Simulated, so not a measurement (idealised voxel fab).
The following is a process module called voxel air gaps.
Section shown: cut. Width: 235 nm. Cell size: 5 nm, square.
Bands, listed from the top down, are how a cross-section gets written in this document; the cross-section itself is a grid of square cells, and a band is one or more rows of them. For a band, the entry starts with two heights in nm, that of the top and then that of the bottom, and carries on with the band's materials in order from left to right, each alongside its width in nm; the word "everywhere" beside a single material means it fills the band edge to edge, and "air" means empty space. Height is counted from the level 0, under which the received wafer is composed throughout of one material. The lowest of the bands is not closed at the bottom but continues downward, in the notation "0 nm and below". You'd read "30..40" like this: the band's top row of cells is as wide as the first number, its bottom row is as wide as the second, and going down, every row changes width by the same amount as the row before did. The designation "stayed the same", where it is given for a processing step, indicates that no cell of the cross-section was altered in the course of that step. Empty spaces counting at least 8 cells and having no open way to the top are listed in "Cavities, sealed". The notation width x height at distance is used for each, the distance being from the left edge and all three values in nm. If you see something after the settings on a step's line, that's the simulator's own remark about that step. Regarding "overlay nm": on a step with a mask, it is the distance the mask lay to the right of its planned place; a negative value places it to the left.

THESE ARE THE STEPS WE PLANNED FOR THE PROCESS
- 1: RECEIVE [material Si]
- 2: CONFORMAL_DEP [material SiO2] [thk nm 15]
- 3: CONFORMAL_DEP [material SiN] [thk nm 5]
- 4: DIRECTIONAL_DEP [material lowk] [thk nm 35]
- 5: DIRECTIONAL_DEP [material aC] [thk nm 15]
- 6: PATTERN [tone open] [mask id LINES] [material resist] [width nm 25] [pitch nm 50] [thk nm 30] [overlay nm 0]
- 7: DIRECTIONAL_ETCH [etch materials aC] [depth nm 15]
- 8: STRIP [etch materials resist]
- 9: DIRECTIONAL_ETCH [etch materials lowk] [depth nm 35]
- 10: STRIP [etch materials aC]
- 11: CONFORMAL_DEP [material TiN] [thk nm 5]
- 12: FILL_DEP [material Cu] [thk nm 10]
- 13: CMP [height nm 55]
- 14: EPI [material Ru] [thk nm 10]
- 15: SELECTIVE_ETCH [etch materials lowk] [depth nm 45]
- 16: CONFORMAL_DEP [material SiCN] [thk nm 5]

INCOMING WAFER, CROSS-SECTIONAL VIEW, POST STEP 1
	0 nm and below | Si everywhere
	Cavities, sealed: none

CROSS-SECTIONAL RESULT AFTER MODULE COMPLETION. NOTE: STARTING CONDITION AND PLAN ARE UNCHANGED FROM ABOVE; ONE PROCESSING MISTAKE WAS MADE
	80 nm to 75 nm | air (30)  SiCN (175)  air (30)
	75 nm to 55 nm | air (30)  SiCN (5)  Ru (165)  SiCN (5)  air (30)
	55 nm to 50 nm | air (30)  SiCN (25)  TiN (5)  Cu (15)  TiN (5)  lowk (25)  TiN (5)  Cu (15)  TiN (5)  lowk (25)  TiN (5)  Cu (15)  TiN (5)  SiCN (25)  air (30)
	50 nm to 25 nm | air (50)  SiCN (5)  TiN (5)  Cu (15)  TiN (5)  lowk (25)  TiN (5)  Cu (15)  TiN (5)  lowk (25)  TiN (5)  Cu (15)  TiN (5)  SiCN (5)  air (50)
	25 nm to 20 nm | SiCN (55)  TiN (25)  lowk (25)  TiN (25)  lowk (25)  TiN (25)  SiCN (55)
	20 nm to 15 nm | SiN everywhere
	15 nm to 0 nm | SiO2 everywhere
	0 nm and below | Si everywhere
	Cavities, sealed: none
The mistake made against the process plan was this: plan step 14 was conducted twice
